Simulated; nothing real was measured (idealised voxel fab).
Process module heading - voxel wiring stack
The figure presents cross-section cut, which has a width of 245 nm and is divided into square cells with an edge length of 5 nm.
Notation: cross-section as square-cell grid; stated in bands, top first, going down; one or more cell rows per band. For a band, the entry starts with two heights in nm, that of the top and then that of the bottom, and carries on with the band's materials in order from left to right, each alongside its width in nm; the word "throughout" beside a single material means it fills the band edge to edge, and "empty" means empty space. Zero point of the height axis is 0; under it, received wafer = one material. Lowest band: continues down indefinitely, "0 nm and below". The expression "30 to 40" gives the width at the extremes of the band, the first number at its top row of cells and the second at its bottom row, with the width changing by equal amounts from each row to the next in between. When a step is marked "same as before", none of the cells in the cross-section changed during that step. Listed in "Unvented voids": every empty space of 8 or more cells without an open way to the top. Form: width x height at distance, the distance being from the left edge, all in nm. Formally, on a step line, whatever follows the settings is a remark that the simulator itself makes on the step. For masked steps, "overlay nm" on the step line gives how far right of plan the mask actually lay; a minus sign means it lay to the left.

## Here's what the planned process steps look like
| 1 | RECEIVE [material Si] |
| 2 | CONFORMAL_DEP [material SiO2] [thk nm 10] |
| 3 | DIRECTIONAL_DEP [material TiN] [thk nm 5] |
| 4 | DIRECTIONAL_DEP [material Ru] [thk nm 20] |
| 5 | PATTERN [tone cover] [mask id METAL_1] [material resist] [width nm 20] [pitch nm 35] [thk nm 15] [overlay nm 0] |
| 6 | DIRECTIONAL_ETCH [etch materials Ru] [depth nm 20] |
| 7 | DIRECTIONAL_ETCH [etch materials TiN] [depth nm 5] |
| 8 | STRIP [etch materials resist] |
| 9 | CONFORMAL_DEP [material SiN] [thk nm 5] |
| 10 | FILL_DEP [material SiO2] [thk nm 5] |
| 11 | CMP [height nm 35] |
| 12 | CONFORMAL_DEP [material SiCN] [thk nm 5] |
| 13 | DIRECTIONAL_DEP [material SiO2] [thk nm 20] |
| 14 | DIRECTIONAL_DEP [material aC] [thk nm 15] |
| 15 | PATTERN [tone open] [mask id PLUG_1] [material resist] [width nm 15] [pitch nm 70] [thk nm 30] [overlay nm 0] |
| 16 | DIRECTIONAL_ETCH [etch materials aC] [depth nm 15] |
| 17 | STRIP [etch materials resist] |
| 18 | DIRECTIONAL_ETCH [etch materials SiO2] [depth nm 20] |
| 19 | DIRECTIONAL_ETCH [etch materials SiCN] [depth nm 5] |
| 20 | STRIP [etch materials aC] |
| 21 | EPI [material Ru] [thk nm 10] |
| 22 | EPI [material Ru] [thk nm 10] |
| 23 | EPI [material Ru] [thk nm 5] |
| 24 | DIRECTIONAL_DEP [material TiN] [thk nm 5] |
| 25 | DIRECTIONAL_DEP [material Ru] [thk nm 20] |
| 26 | MASKED_ETCH [tone cover] [mask id METAL_2] [width nm 20] [pitch nm 35] [etch materials Ru] [depth nm 20] [overlay nm 0] |
| 27 | MASKED_ETCH [tone cover] [mask id METAL_2] [width nm 20] [pitch nm 35] [etch materials TiN] [depth nm 5] [overlay nm 0] |
| 28 | FILL_DEP [material SiO2] [thk nm 10] |
| 29 | CMP [height nm 85] |
| 30 | CONFORMAL_DEP [material SiCN] [thk nm 5] |
| 31 | DIRECTIONAL_DEP [material SiO2] [thk nm 15] |
| 32 | MASKED_ETCH [tone open] [mask id PLUG_2] [width nm 15] [pitch nm 35] [etch materials SiO2] [depth nm 15] [overlay nm 0] |
| 33 | MASKED_ETCH [tone open] [mask id PLUG_2] [width nm 15] [pitch nm 35] [etch materials SiCN] [depth nm 5] [overlay nm 0] |
| 34 | CONFORMAL_DEP [material TiN] [thk nm 5] |
| 35 | FILL_DEP [material W] [thk nm 5] |
| 36 | CMP [height nm 105] |
| 37 | DIRECTIONAL_DEP [material TiN] [thk nm 5] |
| 38 | DIRECTIONAL_DEP [material W] [thk nm 25] |
| 39 | PATTERN [tone cover] [mask id METAL_3] [material resist] [width nm 20] [pitch nm 35] [thk nm 20] [overlay nm 0] |
| 40 | DIRECTIONAL_ETCH [etch materials W] [depth nm 25] |
| 41 | DIRECTIONAL_ETCH [etch materials TiN] [depth nm 5] |
| 42 | STRIP [etch materials resist] |
| 43 | FILL_DEP [material SiO2] [thk nm 5] |
| 44 | CMP [height nm 135] |
| 45 | CONFORMAL_DEP [material SiN] [thk nm 5] |

## So, the first of our two wafers, run just as we planned it

## Cross-section of the wafer as it came to us, i.e., already through step 1
* 0 nm and below  Si throughout
* Unvented voids: none

## After step 2, in cross-section
* 10 nm to 0 nm  SiO2 throughout
* Under the height 0 nothing was changed.

## After step 3, in cross-section
* 15 nm to 10 nm  TiN throughout
* Under the height 10 nothing was changed.

## After step 4, in cross-section
* 35 nm to 15 nm  Ru throughout
* Under the height 15 nothing was changed.

## After step 5, in cross-section
* 50 nm to 35 nm  empty (60); resist (20); empty (15); resist (20); empty (15); resist (20); empty (15); resist (20); empty (60)
* Under the height 35 nothing was changed.

## After step 6, in cross-section
* 50 nm to 35 nm  empty (60); resist (20); empty (15); resist (20); empty (15); resist (20); empty (15); resist (20); empty (60)
* 35 nm to 15 nm  empty (60); Ru (20); empty (15); Ru (20); empty (15); Ru (20); empty (15); Ru (20); empty (60)
* Under the height 15 nothing was changed.

## After step 7, in cross-section
* 50 nm to 35 nm  empty (60); resist (20); empty (15); resist (20); empty (15); resist (20); empty (15); resist (20); empty (60)
* 35 nm to 15 nm  empty (60); Ru (20); empty (15); Ru (20); empty (15); Ru (20); empty (15); Ru (20); empty (60)
* 15 nm to 10 nm  empty (60); TiN (20); empty (15); TiN (20); empty (15); TiN (20); empty (15); TiN (20); empty (60)
* Under the height 10 nothing was changed.

## After step 8, in cross-section
* 35 nm to 15 nm  empty (60); Ru (20); empty (15); Ru (20); empty (15); Ru (20); empty (15); Ru (20); empty (60)
* Under the height 15 nothing was changed.

## After step 9, in cross-section
* 40 nm to 35 nm  empty (55); SiN (30); empty (5); SiN (30); empty (5); SiN (30); empty (5); SiN (30); empty (55)
* 35 nm to 15 nm  empty (55); SiN (5); Ru (20); SiN (5); empty (5); SiN (5); Ru (20); SiN (5); empty (5); SiN (5); Ru (20); SiN (5); empty (5); SiN (5); Ru (20); SiN (5); empty (55)
* 15 nm to 10 nm  SiN (60); TiN (20); SiN (15); TiN (20); SiN (15); TiN (20); SiN (15); TiN (20); SiN (60)
* Under the height 10 nothing was changed.

## After step 10, in cross-section
* 45 nm to 40 nm  SiO2 throughout
* 40 nm to 35 nm  SiO2 (55); SiN (30); SiO2 (5); SiN (30); SiO2 (5); SiN (30); SiO2 (5); SiN (30); SiO2 (55)
* 35 nm to 15 nm  SiO2 (55); SiN (5); Ru (20); SiN (5); SiO2 (5); SiN (5); Ru (20); SiN (5); SiO2 (5); SiN (5); Ru (20); SiN (5); SiO2 (5); SiN (5); Ru (20); SiN (5); SiO2 (55)
* Under the height 15 nothing was changed.

## After step 11, in cross-section
* 35 nm to 15 nm  SiO2 (55); SiN (5); Ru (20); SiN (5); SiO2 (5); SiN (5); Ru (20); SiN (5); SiO2 (5); SiN (5); Ru (20); SiN (5); SiO2 (5); SiN (5); Ru (20); SiN (5); SiO2 (55)
* Under the height 15 nothing was changed.

## After step 12, in cross-section
* 40 nm to 35 nm  SiCN throughout
* Under the height 35 nothing was changed.

## After step 13, in cross-section
* 60 nm to 40 nm  SiO2 throughout
* Under the height 40 nothing was changed.

## After step 14, in cross-section
* 75 nm to 60 nm  aC throughout
* Under the height 60 nothing was changed.

## After step 15, in cross-section
* 105 nm to 75 nm  resist (60); empty (15); resist (55); empty (15); resist (100)
* Under the height 75 nothing was changed.

## After step 16, in cross-section
* 90 nm to 75 nm  resist (60); empty (15); resist (55); empty (15); resist (100)
* 75 nm to 60 nm  aC (60); empty (15); aC (55); empty (15); aC (100)
* Under the height 60 nothing was changed.

## After step 17, in cross-section
* 75 nm to 60 nm  aC (60); empty (15); aC (55); empty (15); aC (100)
* Under the height 60 nothing was changed.

## After step 18, in cross-section
* 75 nm to 60 nm  aC (60); empty (15); aC (55); empty (15); aC (100)
* 60 nm to 40 nm  SiO2 (60); empty (15); SiO2 (55); empty (15); SiO2 (100)
* Under the height 40 nothing was changed.

## After step 19, in cross-section
* 75 nm to 60 nm  aC (60); empty (15); aC (55); empty (15); aC (100)
* 60 nm to 40 nm  SiO2 (60); empty (15); SiO2 (55); empty (15); SiO2 (100)
* 40 nm to 35 nm  SiCN (60); empty (15); SiCN (55); empty (15); SiCN (100)
* Under the height 35 nothing was changed.

## After step 20, in cross-section
* 60 nm to 40 nm  SiO2 (60); empty (15); SiO2 (55); empty (15); SiO2 (100)
* Under the height 40 nothing was changed.

## After step 21, in cross-section
* 60 nm to 45 nm  SiO2 (60); empty (15); SiO2 (55); empty (15); SiO2 (100)
* 45 nm to 40 nm  SiO2 (60); Ru (15); SiO2 (55); Ru (15); SiO2 (100)
* 40 nm to 35 nm  SiCN (60); Ru (15); SiCN (55); Ru (15); SiCN (100)
* Under the height 35 nothing was changed.

## After step 22, in cross-section
* 60 nm to 55 nm  SiO2 (60); empty (15); SiO2 (55); empty (15); SiO2 (100)
* 55 nm to 40 nm  SiO2 (60); Ru (15); SiO2 (55); Ru (15); SiO2 (100)
* Under the height 40 nothing was changed.

## After step 23, in cross-section
* 60 nm to 40 nm  SiO2 (60); Ru (15); SiO2 (55); Ru (15); SiO2 (100)
* Under the height 40 nothing was changed.

## After step 24, in cross-section
* 65 nm to 60 nm  TiN throughout
* Under the height 60 nothing was changed.

## After step 25, in cross-section
* 85 nm to 65 nm  Ru throughout
* Under the height 65 nothing was changed.

## After step 26, in cross-section
* 85 nm to 65 nm  empty (60); Ru (20); empty (15); Ru (20); empty (15); Ru (20); empty (15); Ru (20); empty (60)
* Under the height 65 nothing was changed.

## After step 27, in cross-section
* 85 nm to 65 nm  empty (60); Ru (20); empty (15); Ru (20); empty (15); Ru (20); empty (15); Ru (20); empty (60)
* 65 nm to 60 nm  empty (60); TiN (20); empty (15); TiN (20); empty (15); TiN (20); empty (15); TiN (20); empty (60)
* Under the height 60 nothing was changed.

## After step 28, in cross-section
* 95 nm to 85 nm  SiO2 throughout
* 85 nm to 65 nm  SiO2 (60); Ru (20); SiO2 (15); Ru (20); SiO2 (15); Ru (20); SiO2 (15); Ru (20); SiO2 (60)
* 65 nm to 60 nm  SiO2 (60); TiN (20); SiO2 (15); TiN (20); SiO2 (15); TiN (20); SiO2 (15); TiN (20); SiO2 (60)
* Under the height 60 nothing was changed.

## After step 29, in cross-section
* 85 nm to 65 nm  SiO2 (60); Ru (20); SiO2 (15); Ru (20); SiO2 (15); Ru (20); SiO2 (15); Ru (20); SiO2 (60)
* Under the height 65 nothing was changed.

## After step 30, in cross-section
* 90 nm to 85 nm  SiCN throughout
* Under the height 85 nothing was changed.

## After step 31, in cross-section
* 105 nm to 90 nm  SiO2 throughout
* Under the height 90 nothing was changed.

## After step 32, in cross-section
* 105 nm to 90 nm  SiO2 (60); empty (15); SiO2 (20); empty (15); SiO2 (20); empty (15); SiO2 (20); empty (15); SiO2 (65)
* Under the height 90 nothing was changed.

## After step 33, in cross-section
* 105 nm to 90 nm  SiO2 (60); empty (15); SiO2 (20); empty (15); SiO2 (20); empty (15); SiO2 (20); empty (15); SiO2 (65)
* 90 nm to 85 nm  SiCN (60); empty (15); SiCN (20); empty (15); SiCN (20); empty (15); SiCN (20); empty (15); SiCN (65)
* Under the height 85 nothing was changed.

## After step 34, in cross-section
* 110 nm to 105 nm  TiN (65); empty (5); TiN (30); empty (5); TiN (30); empty (5); TiN (30); empty (5); TiN (70)
* 105 nm to 90 nm  SiO2 (60); TiN (5); empty (5); TiN (5); SiO2 (20); TiN (5); empty (5); TiN (5); SiO2 (20); TiN (5); empty (5); TiN (5); SiO2 (20); TiN (5); empty (5); TiN (5); SiO2 (65)
* 90 nm to 85 nm  SiCN (60); TiN (15); SiCN (20); TiN (15); SiCN (20); TiN (15); SiCN (20); TiN (15); SiCN (65)
* Under the height 85 nothing was changed.

## After step 35, in cross-section
* 115 nm to 110 nm  W throughout
* 110 nm to 105 nm  TiN (65); W (5); TiN (30); W (5); TiN (30); W (5); TiN (30); W (5); TiN (70)
* 105 nm to 90 nm  SiO2 (60); TiN (5); W (5); TiN (5); SiO2 (20); TiN (5); W (5); TiN (5); SiO2 (20); TiN (5); W (5); TiN (5); SiO2 (20); TiN (5); W (5); TiN (5); SiO2 (65)
* Under the height 90 nothing was changed.

## After step 36, in cross-section
* 105 nm to 90 nm  SiO2 (60); TiN (5); W (5); TiN (5); SiO2 (20); TiN (5); W (5); TiN (5); SiO2 (20); TiN (5); W (5); TiN (5); SiO2 (20); TiN (5); W (5); TiN (5); SiO2 (65)
* Under the height 90 nothing was changed.

## After step 37, in cross-section
* 110 nm to 105 nm  TiN throughout
* Under the height 105 nothing was changed.

## After step 38, in cross-section
* 135 nm to 110 nm  W throughout
* Under the height 110 nothing was changed.

## After step 39, in cross-section
* 155 nm to 135 nm  empty (60); resist (20); empty (15); resist (20); empty (15); resist (20); empty (15); resist (20); empty (60)
* Under the height 135 nothing was changed.

## After step 40, in cross-section
* 155 nm to 135 nm  empty (60); resist (20); empty (15); resist (20); empty (15); resist (20); empty (15); resist (20); empty (60)
* 135 nm to 110 nm  empty (60); W (20); empty (15); W (20); empty (15); W (20); empty (15); W (20); empty (60)
* Under the height 110 nothing was changed.

## After step 41, in cross-section
* 155 nm to 135 nm  empty (60); resist (20); empty (15); resist (20); empty (15); resist (20); empty (15); resist (20); empty (60)
* 135 nm to 110 nm  empty (60); W (20); empty (15); W (20); empty (15); W (20); empty (15); W (20); empty (60)
* 110 nm to 105 nm  empty (60); TiN (20); empty (15); TiN (20); empty (15); TiN (20); empty (15); TiN (20); empty (60)
* Under the height 105 nothing was changed.

## After step 42, in cross-section
* 135 nm to 110 nm  empty (60); W (20); empty (15); W (20); empty (15); W (20); empty (15); W (20); empty (60)
* Under the height 110 nothing was changed.

## After step 43, in cross-section
* 140 nm to 135 nm  SiO2 throughout
* 135 nm to 110 nm  SiO2 (60); W (20); SiO2 (15); W (20); SiO2 (15); W (20); SiO2 (15); W (20); SiO2 (60)
* 110 nm to 105 nm  SiO2 (60); TiN (20); SiO2 (15); TiN (20); SiO2 (15); TiN (20); SiO2 (15); TiN (20); SiO2 (60)
* Under the height 105 nothing was changed.

## After step 44, in cross-section
* 135 nm to 110 nm  SiO2 (60); W (20); SiO2 (15); W (20); SiO2 (15); W (20); SiO2 (15); W (20); SiO2 (60)
* Under the height 110 nothing was changed.

## After step 45, in cross-section
* 140 nm to 135 nm  SiN throughout
* Under the height 135 nothing was changed.

## Companion wafer, the second of two: same beginning, same intended sequence, one mistake in carrying it out; through step 20 inclusive it tracks the first exactly

## Second wafer, cut view, end of step 22 per plan
* 65 nm to 60 nm  empty (55); Ru (25); empty (45); Ru (25); empty (95)
* 60 nm to 40 nm  SiO2 (60); Ru (15); SiO2 (55); Ru (15); SiO2 (100)
* 40 nm to 35 nm  SiCN (60); Ru (15); SiCN (55); Ru (15); SiCN (100)
* Under the height 35 nothing was changed.

## Second wafer, cut view, end of step 23 per plan
* 70 nm to 60 nm  empty (50); Ru (35); empty (35); Ru (35); empty (90)
* Under the height 60 nothing was changed.

## Second wafer, cut view, end of step 24 per plan
* 75 nm to 70 nm  empty (50); TiN (35); empty (35); TiN (35); empty (90)
* 70 nm to 65 nm  empty (50); Ru (35); empty (35); Ru (35); empty (90)
* 65 nm to 60 nm  TiN (50); Ru (35); TiN (35); Ru (35); TiN (90)
* Under the height 60 nothing was changed.

## Second wafer, cut view, end of step 25 per plan
* 95 nm to 85 nm  empty (50); Ru (35); empty (35); Ru (35); empty (90)
* 85 nm to 75 nm  Ru throughout
* 75 nm to 70 nm  Ru (50); TiN (35); Ru (35); TiN (35); Ru (90)
* 70 nm to 65 nm  Ru throughout
* Under the height 65 nothing was changed.

## Second wafer, cut view, end of step 26 per plan
* 95 nm to 85 nm  empty (60); Ru (20); empty (50); Ru (20); empty (95)
* 85 nm to 75 nm  empty (60); Ru (20); empty (15); Ru (20); empty (15); Ru (20); empty (15); Ru (20); empty (60)
* 75 nm to 70 nm  empty (50); TiN (35); empty (10); Ru (20); empty (5); TiN (35); empty (10); Ru (20); empty (60)
* 70 nm to 65 nm  empty (50); Ru (35); empty (10); Ru (20); empty (5); Ru (35); empty (10); Ru (20); empty (60)
* Under the height 65 nothing was changed.

## Second wafer, cut view, end of step 27 per plan
* 95 nm to 85 nm  empty (60); Ru (20); empty (50); Ru (20); empty (95)
* 85 nm to 75 nm  empty (60); Ru (20); empty (15); Ru (20); empty (15); Ru (20); empty (15); Ru (20); empty (60)
* 75 nm to 70 nm  empty (60); TiN (20); empty (15); Ru (20); empty (15); TiN (20); empty (15); Ru (20); empty (60)
* 70 nm to 65 nm  empty (50); Ru (35); empty (10); Ru (20); empty (5); Ru (35); empty (10); Ru (20); empty (60)
* 65 nm to 60 nm  empty (50); Ru (35); empty (10); TiN (20); empty (5); Ru (35); empty (10); TiN (20); empty (60)
* Under the height 60 nothing was changed.

## Second wafer, cut view, end of step 28 per plan
* 105 nm to 95 nm  SiO2 throughout
* 95 nm to 85 nm  SiO2 (60); Ru (20); SiO2 (50); Ru (20); SiO2 (95)
* 85 nm to 75 nm  SiO2 (60); Ru (20); SiO2 (15); Ru (20); SiO2 (15); Ru (20); SiO2 (15); Ru (20); SiO2 (60)
* 75 nm to 70 nm  SiO2 (60); TiN (20); SiO2 (15); Ru (20); SiO2 (15); TiN (20); SiO2 (15); Ru (20); SiO2 (60)
* 70 nm to 65 nm  SiO2 (50); Ru (35); SiO2 (10); Ru (20); SiO2 (5); Ru (35); SiO2 (10); Ru (20); SiO2 (60)
* 65 nm to 60 nm  SiO2 (50); Ru (35); SiO2 (10); TiN (20); SiO2 (5); Ru (35); SiO2 (10); TiN (20); SiO2 (60)
* Under the height 60 nothing was changed.

## Second wafer, cut view, end of step 29 per plan
* 85 nm to 75 nm  SiO2 (60); Ru (20); SiO2 (15); Ru (20); SiO2 (15); Ru (20); SiO2 (15); Ru (20); SiO2 (60)
* Under the height 75 nothing was changed.

## Second wafer, cut view, end of step 30 per plan
* 90 nm to 85 nm  SiCN throughout
* Under the height 85 nothing was changed.

## Second wafer, cut view, end of step 31 per plan
* 105 nm to 90 nm  SiO2 throughout
* Under the height 90 nothing was changed.

## Second wafer, cut view, end of step 32 per plan
* 105 nm to 90 nm  SiO2 (60); empty (15); SiO2 (20); empty (15); SiO2 (20); empty (15); SiO2 (20); empty (15); SiO2 (65)
* Under the height 90 nothing was changed.

## Second wafer, cut view, end of step 33 per plan
* 105 nm to 90 nm  SiO2 (60); empty (15); SiO2 (20); empty (15); SiO2 (20); empty (15); SiO2 (20); empty (15); SiO2 (65)
* 90 nm to 85 nm  SiCN (60); empty (15); SiCN (20); empty (15); SiCN (20); empty (15); SiCN (20); empty (15); SiCN (65)
* Under the height 85 nothing was changed.

## Second wafer, cut view, end of step 34 per plan
* 110 nm to 105 nm  TiN (65); empty (5); TiN (30); empty (5); TiN (30); empty (5); TiN (30); empty (5); TiN (70)
* 105 nm to 90 nm  SiO2 (60); TiN (5); empty (5); TiN (5); SiO2 (20); TiN (5); empty (5); TiN (5); SiO2 (20); TiN (5); empty (5); TiN (5); SiO2 (20); TiN (5); empty (5); TiN (5); SiO2 (65)
* 90 nm to 85 nm  SiCN (60); TiN (15); SiCN (20); TiN (15); SiCN (20); TiN (15); SiCN (20); TiN (15); SiCN (65)
* Under the height 85 nothing was changed.

## Second wafer, cut view, end of step 35 per plan
* 115 nm to 110 nm  W throughout
* 110 nm to 105 nm  TiN (65); W (5); TiN (30); W (5); TiN (30); W (5); TiN (30); W (5); TiN (70)
* 105 nm to 90 nm  SiO2 (60); TiN (5); W (5); TiN (5); SiO2 (20); TiN (5); W (5); TiN (5); SiO2 (20); TiN (5); W (5); TiN (5); SiO2 (20); TiN (5); W (5); TiN (5); SiO2 (65)
* Under the height 90 nothing was changed.

## Second wafer, cut view, end of step 36 per plan
* 105 nm to 90 nm  SiO2 (60); TiN (5); W (5); TiN (5); SiO2 (20); TiN (5); W (5); TiN (5); SiO2 (20); TiN (5); W (5); TiN (5); SiO2 (20); TiN (5); W (5); TiN (5); SiO2 (65)
* Under the height 90 nothing was changed.

## Second wafer, cut view, end of step 37 per plan
* 110 nm to 105 nm  TiN throughout
* Under the height 105 nothing was changed.

## Second wafer, cut view, end of step 38 per plan
* 135 nm to 110 nm  W throughout
* Under the height 110 nothing was changed.

## Second wafer, cut view, end of step 39 per plan
* 155 nm to 135 nm  empty (60); resist (20); empty (15); resist (20); empty (15); resist (20); empty (15); resist (20); empty (60)
* Under the height 135 nothing was changed.

## Second wafer, cut view, end of step 40 per plan
* 155 nm to 135 nm  empty (60); resist (20); empty (15); resist (20); empty (15); resist (20); empty (15); resist (20); empty (60)
* 135 nm to 110 nm  empty (60); W (20); empty (15); W (20); empty (15); W (20); empty (15); W (20); empty (60)
* Under the height 110 nothing was changed.

## Second wafer, cut view, end of step 41 per plan
* 155 nm to 135 nm  empty (60); resist (20); empty (15); resist (20); empty (15); resist (20); empty (15); resist (20); empty (60)
* 135 nm to 110 nm  empty (60); W (20); empty (15); W (20); empty (15); W (20); empty (15); W (20); empty (60)
* 110 nm to 105 nm  empty (60); TiN (20); empty (15); TiN (20); empty (15); TiN (20); empty (15); TiN (20); empty (60)
* Under the height 105 nothing was changed.

## Second wafer, cut view, end of step 42 per plan
* 135 nm to 110 nm  empty (60); W (20); empty (15); W (20); empty (15); W (20); empty (15); W (20); empty (60)
* Under the height 110 nothing was changed.

## Second wafer, cut view, end of step 43 per plan
* 140 nm to 135 nm  SiO2 throughout
* 135 nm to 110 nm  SiO2 (60); W (20); SiO2 (15); W (20); SiO2 (15); W (20); SiO2 (15); W (20); SiO2 (60)
* 110 nm to 105 nm  SiO2 (60); TiN (20); SiO2 (15); TiN (20); SiO2 (15); TiN (20); SiO2 (15); TiN (20); SiO2 (60)
* Under the height 105 nothing was changed.

## Second wafer, cut view, end of step 44 per plan
* 135 nm to 110 nm  SiO2 (60); W (20); SiO2 (15); W (20); SiO2 (15); W (20); SiO2 (15); W (20); SiO2 (60)
* Under the height 110 nothing was changed.

## Second wafer, cut view, end of step 45 per plan
* 140 nm to 135 nm  SiN throughout
* Under the height 135 nothing was changed.
Which mistake was made when the wafer was run? one of the matching steps 21 and 22 was carried out twice, and there is no way to identify which
Once processing is complete, comparing cell counts shows that the second wafer has more or fewer of certain materials than the first: 12 more of Ru, 12 fewer of SiO2
